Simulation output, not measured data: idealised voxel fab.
process module | voxel capacitor over wiring
cross-section cut | 190 nm wide | cells 5 nm
A cross-section is a grid of square cells, given in bands from the top down. A band is one or more rows of cells.
Each band's line starts with the height of the band's top and of its bottom, in nm. Then come its materials from left to right, each with its width in nm. One material with "throughout" fills the band from edge to edge. "air" is empty space.
Height 0 is the level under which the wafer as received is all one material. The lowest band goes on downwards, as in "0 down".
A width such as "30 to 40" changes by the same amount from each row of cells to the next, from the band's top row to its bottom row.
"no change" after a step means that no cell of the cross-section changed.
closed voids: empty space of 8 cells or more with no open way to the top, each as width x height at its distance from the left edge, in nm
after a step's settings: what the simulator itself notes on the step
overlay nm, on a step with a mask: how far to the right of its planned place the mask lay; to the left if negative
plan
1 op RECEIVE | material Si
2 op CONFORMAL_DEP | material SiO2 | thk nm 10
3 op CONFORMAL_DEP | material SiN | thk nm 5
4 op DIRECTIONAL_DEP | material lowk | thk nm 25
5 op PATTERN | tone open | mask id METAL_1 | material resist | width nm 30 | pitch nm 80 | thk nm 20 | overlay nm 0
6 op DIRECTIONAL_ETCH | etch materials lowk | depth nm 25
7 op DIRECTIONAL_ETCH | etch materials SiN | depth nm 5
8 op STRIP | etch materials resist
9 op CONFORMAL_DEP | material TiN | thk nm 5
10 op FILL_DEP | material Cu | thk nm 5
11 op CMP | height nm 40
12 op CONFORMAL_DEP | material SiCN | thk nm 5
13 op DIRECTIONAL_DEP | material lowk | thk nm 10
14 op MASKED_ETCH | tone open | mask id PLUG_1 | width nm 15 | etch materials lowk | depth nm 10 | overlay nm 0
15 op MASKED_ETCH | tone open | mask id PLUG_1 | width nm 15 | etch materials SiCN | depth nm 5 | overlay nm 0
16 op CONFORMAL_DEP | material TiN | thk nm 5
17 op FILL_DEP | material Ru | thk nm 10
18 op CMP | height nm 55
19 op DIRECTIONAL_DEP | material TiN | thk nm 5
20 op DIRECTIONAL_DEP | material SiN | thk nm 5
21 op DIRECTIONAL_DEP | material TiN | thk nm 10
22 op MASKED_ETCH | tone cover | mask id UPPER_PLATE | width nm 55 | etch materials TiN | depth nm 10 | overlay nm 0
23 op MASKED_ETCH | tone cover | mask id UPPER_PLATE | width nm 55 | etch materials SiN | depth nm 5 | overlay nm 0
24 op MASKED_ETCH | tone cover | mask id LOWER_PLATE | width nm 65 | etch materials TiN | depth nm 5 | overlay nm 0
25 op FILL_DEP | material SiO2 | thk nm 15
26 op CMP | height nm 85
27 op MASKED_ETCH | tone open | mask id PLUG_2 | width nm 15 | etch materials SiO2 | depth nm 10 | overlay nm 0
28 op CONFORMAL_DEP | material TiN | thk nm 5
29 op FILL_DEP | material Ru | thk nm 10
30 op CMP | height nm 85
31 op CONFORMAL_DEP | material SiN | thk nm 5
as received, after step 1
  0 down: Si throughout
  closed voids: none
a wafer at the end: this start, this plan, one mistake
  90 to 85: SiN throughout
  85 to 80: SiO2 55 | TiN 55 | SiO2 80
  80 to 75: SiO2 55 | SiN 55 | SiO2 80
  75 to 70: SiO2 50 | TiN 65 | SiO2 75
  70 to 60: Ru throughout
  60 to 55: TiN 60 | Ru 5 | TiN 125
  55 to 45: lowk 55 | TiN 5 | Ru 5 | TiN 5 | lowk 120
  45 to 40: SiCN 55 | TiN 15 | SiCN 120
  40 to 15: lowk 40 | TiN 5 | Cu 20 | TiN 5 | lowk 50 | TiN 5 | Cu 20 | TiN 5 | lowk 40
  15 to 10: SiN 40 | TiN 30 | SiN 50 | TiN 30 | SiN 40
  10 to 0: SiO2 throughout
  0 down: Si throughout
  closed voids: none
what went wrong: step 18 was left out
